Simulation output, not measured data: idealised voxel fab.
process module | voxel self aligned contacts
cross-section cut | 205 nm wide | cells 5 nm
A cross-section is a grid of square cells, given in bands from the top down. A band is one or more rows of cells.
Each band's line starts with the height of the band's top and of its bottom, in nm. Then come its materials from left to right, each with its width in nm. One material with "throughout" fills the band from edge to edge. "air" is empty space.
Height 0 is the level under which the wafer as received is all one material. The lowest band goes on downwards, as in "0 down".
A width such as "30 to 40" changes by the same amount from each row of cells to the next, from the band's top row to its bottom row.
"no change" after a step means that no cell of the cross-section changed.
closed voids: empty space of 8 cells or more with no open way to the top, each as width x height at its distance from the left edge, in nm
after a step's settings: what the simulator itself notes on the step
overlay nm, on a step with a mask: how far to the right of its planned place the mask lay; to the left if negative
plan
1 op RECEIVE | material Si
2 op OXIDIZE | depth nm 5
3 op DIRECTIONAL_DEP | material polySi | thk nm 20
4 op DIRECTIONAL_DEP | material SiN | thk nm 15
5 op DIRECTIONAL_DEP | material aC | thk nm 10
6 op PATTERN | tone cover | mask id GATE | material resist | width nm 30 | pitch nm 55 | thk nm 25 | overlay nm 0
7 op DIRECTIONAL_ETCH | etch materials aC | depth nm 10
8 op STRIP | etch materials resist
9 op DIRECTIONAL_ETCH | etch materials SiN | depth nm 15
10 op DIRECTIONAL_ETCH | etch materials polySi | depth nm 20
11 op STRIP | etch materials aC
12 op CONFORMAL_DEP | material SiN | thk nm 5
13 op DIRECTIONAL_ETCH | etch materials SiN | depth nm 5
14 op FILL_DEP | material SiO2 | thk nm 15
15 op CMP | height nm 40
16 op DIRECTIONAL_DEP | material aC | thk nm 10
17 op PATTERN | tone open | mask id CONTACT | material resist | width nm 35 | pitch nm 55 | thk nm 30 | overlay nm 0
18 op DIRECTIONAL_ETCH | etch materials aC | depth nm 10
19 op STRIP | etch materials resist
20 op DIRECTIONAL_ETCH | etch materials SiO2 | depth nm 45
21 op STRIP | etch materials aC
22 op CONFORMAL_DEP | material TiN | thk nm 5
23 op FILL_DEP | material Ru | thk nm 10
24 op CMP | height nm 40
25 op CONFORMAL_DEP | material SiN | thk nm 5
as received, after step 1
  0 down: Si throughout
  closed voids: none
first wafer at the end, as planned
  45 to 40: SiN throughout
  40 to 35: SiO2 55 | TiN 15 | Ru 5 | TiN 15 | SiO2 20 | TiN 15 | Ru 5 | TiN 15 | SiO2 60
  35 to 20: SiO2 25 | SiN 40 | TiN 5 | Ru 5 | TiN 5 | SiN 40 | TiN 5 | Ru 5 | TiN 5 | SiN 40 | SiO2 30
  20 to 0: SiO2 25 | SiN 5 | polySi 30 | SiN 5 | TiN 5 | Ru 5 | TiN 5 | SiN 5 | polySi 30 | SiN 5 | TiN 5 | Ru 5 | TiN 5 | SiN 5 | polySi 30 | SiN 5 | SiO2 30
  0 to -5: SiO2 65 | TiN 15 | SiO2 40 | TiN 15 | SiO2 70
  -5 down: Si throughout
  closed voids: none
second wafer at the end: like start, like plan, one mistake
  45 to 40: SiN throughout
  40 to 35: SiO2 55 | TiN 15 | Ru 5 | TiN 15 | SiO2 20 | TiN 15 | Ru 5 | TiN 15 | SiO2 60
  35 to 20: SiO2 25 | SiN 40 | TiN 5 | Ru 5 | TiN 5 | SiN 40 | TiN 5 | Ru 5 | TiN 5 | SiN 40 | SiO2 30
  20 to 15: SiO2 65 | TiN 15 | SiO2 40 | TiN 15 | SiO2 70
  15 to 0: polySi throughout
  0 down: Si throughout
  closed voids: none
what went wrong: steps 2 and 3 were swapped
at the end the second wafer has, in cells: 8 fewer of Ru | 41 more of Si | 24 fewer of SiN | 44 fewer of SiO2 | 16 fewer of TiN | 51 more of polySi
